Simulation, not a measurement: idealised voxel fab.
Process module name: voxel fin reveal
In the cross-section labelled cut, the width is 285 nm and each square cell is 5 nm.
Cross-section format: a grid of square cells, given as bands from top to bottom; each band is one or more rows of cells.
This entry defines a band. It first specifies the height of the band's top and the height of its bottom in nm, and then specifies the band's materials from left to right, stating each material with its width in nm. The word "all across" identifies a single material that fills the band from edge to edge, while the word "blank" identifies empty space.
Note: height 0 marks the level under which the wafer is uniformly one material as received. Lowest band unbounded below, written "0..down".
Read "30..40" as a graded width: first number on top, second number at the bottom, same change between each pair of neighbouring rows.
The designation "same as before", where it is given for a processing step, indicates that no cell of the cross-section was altered in the course of that step.
"Enclosed internal cavities" means: voids of 8 cells or more that are shut off from the top with no open way through. Written width x height at distance, distance from the left edge, in nm.
Past the settings on a step's line: simulator remark, on that step.
"overlay nm" denotes, for a step that has a mask, the displacement of the mask to the right of its planned place, with negative values corresponding to the left.
## These are the steps we planned for the process
1 op RECEIVE | material Si
2 op CONFORMAL_DEP | material SiN | thk nm 5
3 op DIRECTIONAL_DEP | material aC | thk nm 10
4 op PATTERN | tone cover | mask id FINS | material resist | width nm 15 | pitch nm 45 | thk nm 30 | overlay nm 0
5 op DIRECTIONAL_ETCH | etch materials aC | depth nm 10
6 op STRIP | etch materials resist
7 op DIRECTIONAL_ETCH | etch materials SiN | depth nm 5
8 op DIRECTIONAL_ETCH | etch materials Si | depth nm 40
9 op STRIP | etch materials aC
10 op FILL_DEP | material SiO2 | thk nm 15
11 op CMP | height nm 5
12 op SELECTIVE_ETCH | etch materials SiO2 | depth nm 20
13 op STRIP | etch materials SiN
14 op CONFORMAL_DEP | material SiO2 | thk nm 5
## First out of two wafers; run went to plan
## Wafer cross-section on receipt, i.e. after step 1
    0..down: Si all across
    Enclosed internal cavities: none
## State of the wafer after step 2, shown in cross-section
    5..0: SiN all across
    No changes below 0.
## State of the wafer after step 3, shown in cross-section
    15..5: aC all across
    No changes below 5.
## State of the wafer after step 4, shown in cross-section
    45..15: 90 of blank / 15 of resist / 30 of blank / 15 of resist / 30 of blank / 15 of resist / 90 of blank
    No changes below 15.
## State of the wafer after step 5, shown in cross-section
    35..15: 90 of blank / 15 of resist / 30 of blank / 15 of resist / 30 of blank / 15 of resist / 90 of blank
    15..5: 90 of blank / 15 of aC / 30 of blank / 15 of aC / 30 of blank / 15 of aC / 90 of blank
    No changes below 5.
## State of the wafer after step 6, shown in cross-section
    15..5: 90 of blank / 15 of aC / 30 of blank / 15 of aC / 30 of blank / 15 of aC / 90 of blank
    No changes below 5.
## State of the wafer after step 7, shown in cross-section
    15..5: 90 of blank / 15 of aC / 30 of blank / 15 of aC / 30 of blank / 15 of aC / 90 of blank
    5..0: 90 of blank / 15 of SiN / 30 of blank / 15 of SiN / 30 of blank / 15 of SiN / 90 of blank
    No changes below 0.
## State of the wafer after step 8, shown in cross-section
    15..5: 90 of blank / 15 of aC / 30 of blank / 15 of aC / 30 of blank / 15 of aC / 90 of blank
    5..0: 90 of blank / 15 of SiN / 30 of blank / 15 of SiN / 30 of blank / 15 of SiN / 90 of blank
    0..-40: 90 of blank / 15 of Si / 30 of blank / 15 of Si / 30 of blank / 15 of Si / 90 of blank
    No changes below -40.
## State of the wafer after step 9, shown in cross-section
    5..0: 90 of blank / 15 of SiN / 30 of blank / 15 of SiN / 30 of blank / 15 of SiN / 90 of blank
    No changes below 0.
## State of the wafer after step 10, shown in cross-section
    20..5: SiO2 all across
    5..0: 90 of SiO2 / 15 of SiN / 30 of SiO2 / 15 of SiN / 30 of SiO2 / 15 of SiN / 90 of SiO2
    0..-40: 90 of SiO2 / 15 of Si / 30 of SiO2 / 15 of Si / 30 of SiO2 / 15 of Si / 90 of SiO2
    No changes below -40.
## State of the wafer after step 11, shown in cross-section
    5..0: 90 of SiO2 / 15 of SiN / 30 of SiO2 / 15 of SiN / 30 of SiO2 / 15 of SiN / 90 of SiO2
    No changes below 0.
## State of the wafer after step 12, shown in cross-section
    5..0: 90 of blank / 15 of SiN / 30 of blank / 15 of SiN / 30 of blank / 15 of SiN / 90 of blank
    0..-15: 90 of blank / 15 of Si / 30 of blank / 15 of Si / 30 of blank / 15 of Si / 90 of blank
    No changes below -15.
## State of the wafer after step 13, shown in cross-section
    0..-15: 90 of blank / 15 of Si / 30 of blank / 15 of Si / 30 of blank / 15 of Si / 90 of blank
    No changes below -15.
## State of the wafer after step 14, shown in cross-section
    5..0: 85 of blank / 25 of SiO2 / 20 of blank / 25 of SiO2 / 20 of blank / 25 of SiO2 / 85 of blank
    0..-10: 85 of blank / 5 of SiO2 / 15 of Si / 5 of SiO2 / 20 of blank / 5 of SiO2 / 15 of Si / 5 of SiO2 / 20 of blank / 5 of SiO2 / 15 of Si / 5 of SiO2 / 85 of blank
    -10..-40: 90 of SiO2 / 15 of Si / 30 of SiO2 / 15 of Si / 30 of SiO2 / 15 of Si / 90 of SiO2
    No changes below -40.
## The second wafer was prepared from the same starting point and under the same plan as the first; its processing contained one mistake, and it remains indistinguishable from the first wafer up to and including step 3
## What the second wafer looks like in cross-section when step 4 should have wrapped up
    45..15: 90 of blank / 20 of resist / 25 of blank / 20 of resist / 25 of blank / 20 of resist / 85 of blank
    No changes below 15.
## What the second wafer looks like in cross-section when step 5 should have wrapped up
    35..15: 90 of blank / 20 of resist / 25 of blank / 20 of resist / 25 of blank / 20 of resist / 85 of blank
    15..5: 90 of blank / 20 of aC / 25 of blank / 20 of aC / 25 of blank / 20 of aC / 85 of blank
    No changes below 5.
## What the second wafer looks like in cross-section when step 6 should have wrapped up
    15..5: 90 of blank / 20 of aC / 25 of blank / 20 of aC / 25 of blank / 20 of aC / 85 of blank
    No changes below 5.
## What the second wafer looks like in cross-section when step 7 should have wrapped up
    15..5: 90 of blank / 20 of aC / 25 of blank / 20 of aC / 25 of blank / 20 of aC / 85 of blank
    5..0: 90 of blank / 20 of SiN / 25 of blank / 20 of SiN / 25 of blank / 20 of SiN / 85 of blank
    No changes below 0.
## What the second wafer looks like in cross-section when step 8 should have wrapped up
    15..5: 90 of blank / 20 of aC / 25 of blank / 20 of aC / 25 of blank / 20 of aC / 85 of blank
    5..0: 90 of blank / 20 of SiN / 25 of blank / 20 of SiN / 25 of blank / 20 of SiN / 85 of blank
    0..-40: 90 of blank / 20 of Si / 25 of blank / 20 of Si / 25 of blank / 20 of Si / 85 of blank
    No changes below -40.
## What the second wafer looks like in cross-section when step 9 should have wrapped up
    5..0: 90 of blank / 20 of SiN / 25 of blank / 20 of SiN / 25 of blank / 20 of SiN / 85 of blank
    No changes below 0.
## What the second wafer looks like in cross-section when step 10 should have wrapped up
    20..5: SiO2 all across
    5..0: 90 of SiO2 / 20 of SiN / 25 of SiO2 / 20 of SiN / 25 of SiO2 / 20 of SiN / 85 of SiO2
    0..-40: 90 of SiO2 / 20 of Si / 25 of SiO2 / 20 of Si / 25 of SiO2 / 20 of Si / 85 of SiO2
    No changes below -40.
## What the second wafer looks like in cross-section when step 11 should have wrapped up
    5..0: 90 of SiO2 / 20 of SiN / 25 of SiO2 / 20 of SiN / 25 of SiO2 / 20 of SiN / 85 of SiO2
    No changes below 0.
## What the second wafer looks like in cross-section when step 12 should have wrapped up
    5..0: 90 of blank / 20 of SiN / 25 of blank / 20 of SiN / 25 of blank / 20 of SiN / 85 of blank
    0..-15: 90 of blank / 20 of Si / 25 of blank / 20 of Si / 25 of blank / 20 of Si / 85 of blank
    No changes below -15.
## What the second wafer looks like in cross-section when step 13 should have wrapped up
    0..-15: 90 of blank / 20 of Si / 25 of blank / 20 of Si / 25 of blank / 20 of Si / 85 of blank
    No changes below -15.
## What the second wafer looks like in cross-section when step 14 should have wrapped up
    5..0: 85 of blank / 30 of SiO2 / 15 of blank / 30 of SiO2 / 15 of blank / 30 of SiO2 / 80 of blank
    0..-10: 85 of blank / 5 of SiO2 / 20 of Si / 5 of SiO2 / 15 of blank / 5 of SiO2 / 20 of Si / 5 of SiO2 / 15 of blank / 5 of SiO2 / 20 of Si / 5 of SiO2 / 80 of blank
    -10..-40: 90 of SiO2 / 20 of Si / 25 of SiO2 / 20 of Si / 25 of SiO2 / 20 of Si / 85 of SiO2
    No changes below -40.
What broke from the plan during processing? step 4 ran differently from the plan; actual operation with settings: op PATTERN | tone cover | mask id FINS | material resist | width nm 20 | pitch nm 45 | thk nm 30 | overlay nm 0
Heads up, by the end the second wafer has more or fewer cells of some materials compared to the first: 24 more of Si | 15 fewer of SiO2
